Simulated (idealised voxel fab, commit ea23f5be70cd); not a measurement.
A process module follows: voxel lift off.
The width of the displayed cross-section, cut, is 300 nm; its cells are square, with a size of 5 nm.
Notation: cross-section as square-cell grid; stated in bands, top first, going down; one or more cell rows per band. This entry defines a band. It first specifies the height of the band's top and the height of its bottom in nm, and then specifies the band's materials from left to right, stating each material with its width in nm. The word "throughout" identifies a single material that fills the band from edge to edge, while the word "air" identifies empty space. Beneath 0, the wafer as received is one material, and that level is where height counting begins. The lowest band goes on downward without a bottom; it is written like "0..down". The width entry "30..40" should be interpreted row by row: the top row of cells in the band takes the first number, the bottom row takes the second number, and the change between adjacent rows is uniform throughout. Where a step carries "same as before", the cross-section came out of it unchanged, cell for cell. So "Closed internal cavities" is basically the list of trapped voids: any empty space of 8 cells or more that can't reach the top through an opening. They're written width x height at distance, the distance being from the left edge, and it's all nm. Text after the settings on a step's line: the simulator's own remark on that step. When a step includes a mask, the "overlay nm" setting on its line states how far to the right of its planned place that mask lay, and negative values state how far to the left.

Intended process steps:
| 1 | RECEIVE: material Si |
| 2 | CONFORMAL_DEP: material SiN, thk nm 10 |
| 3 | PATTERN: tone open, mask id LINES, material resist, width nm 30, pitch nm 60, thk nm 15, overlay nm 0 |
| 4 | DIRECTIONAL_DEP: material Ru, thk nm 5 |
| 5 | STRIP: etch materials resist |
| 6 | CONFORMAL_DEP: material SiN, thk nm 5 |

First wafer of two (run as planned):

Delivered wafer in cross-section: state after step 1:
    0..down  Si throughout
    Closed internal cavities: none

Cross-sectional representation of the wafer at the conclusion of step 2:
    10..0  SiN throughout
    Everything below 0 is unchanged.

Cross-sectional representation of the wafer at the conclusion of step 3:
    25..10  resist: 45, air: 30, resist: 30, air: 30, resist: 30, air: 30, resist: 30, air: 30, resist: 45
    Everything below 10 is unchanged.

Cross-sectional representation of the wafer at the conclusion of step 4:
    30..25  Ru: 45, air: 30, Ru: 30, air: 30, Ru: 30, air: 30, Ru: 30, air: 30, Ru: 45
    25..15  resist: 45, air: 30, resist: 30, air: 30, resist: 30, air: 30, resist: 30, air: 30, resist: 45
    15..10  resist: 45, Ru: 30, resist: 30, Ru: 30, resist: 30, Ru: 30, resist: 30, Ru: 30, resist: 45
    Everything below 10 is unchanged.

Cross-sectional representation of the wafer at the conclusion of step 5:
    15..10  air: 45, Ru: 30, air: 30, Ru: 30, air: 30, Ru: 30, air: 30, Ru: 30, air: 45
    Everything below 10 is unchanged.

Cross-sectional representation of the wafer at the conclusion of step 6:
    20..15  air: 40, SiN: 40, air: 20, SiN: 40, air: 20, SiN: 40, air: 20, SiN: 40, air: 40
    15..10  SiN: 45, Ru: 30, SiN: 30, Ru: 30, SiN: 30, Ru: 30, SiN: 30, Ru: 30, SiN: 45
    Everything below 10 is unchanged.

It is to be noted that the second wafer proceeded from the same initial state and according to the same plan as the first, although one mistake was committed in its execution; through step 1, inclusive, the two wafers share an identical history:

Cross-section of the second wafer corresponding to the planned conclusion of step 2:
    10..0  Ru throughout
    Everything below 0 is unchanged.

Cross-section of the second wafer corresponding to the planned conclusion of step 3:
    25..10  resist: 45, air: 30, resist: 30, air: 30, resist: 30, air: 30, resist: 30, air: 30, resist: 45
    Everything below 10 is unchanged.

Cross-section of the second wafer corresponding to the planned conclusion of step 4:
    30..25  Ru: 45, air: 30, Ru: 30, air: 30, Ru: 30, air: 30, Ru: 30, air: 30, Ru: 45
    25..15  resist: 45, air: 30, resist: 30, air: 30, resist: 30, air: 30, resist: 30, air: 30, resist: 45
    15..10  resist: 45, Ru: 30, resist: 30, Ru: 30, resist: 30, Ru: 30, resist: 30, Ru: 30, resist: 45
    Everything below 10 is unchanged.

Cross-section of the second wafer corresponding to the planned conclusion of step 5:
    15..10  air: 45, Ru: 30, air: 30, Ru: 30, air: 30, Ru: 30, air: 30, Ru: 30, air: 45
    Everything below 10 is unchanged.

Cross-section of the second wafer corresponding to the planned conclusion of step 6:
    20..15  air: 40, SiN: 40, air: 20, SiN: 40, air: 20, SiN: 40, air: 20, SiN: 40, air: 40
    15..10  SiN: 45, Ru: 30, SiN: 30, Ru: 30, SiN: 30, Ru: 30, SiN: 30, Ru: 30, SiN: 45
    Everything below 10 is unchanged.
Here's what went sideways: step 2 did not use the planned setting and instead ran as CONFORMAL_DEP: material Ru, thk nm 10
The final cell counts differ between the wafers, with the second having more or fewer of some materials than the first: Ru: 120 more, SiN: 120 fewer
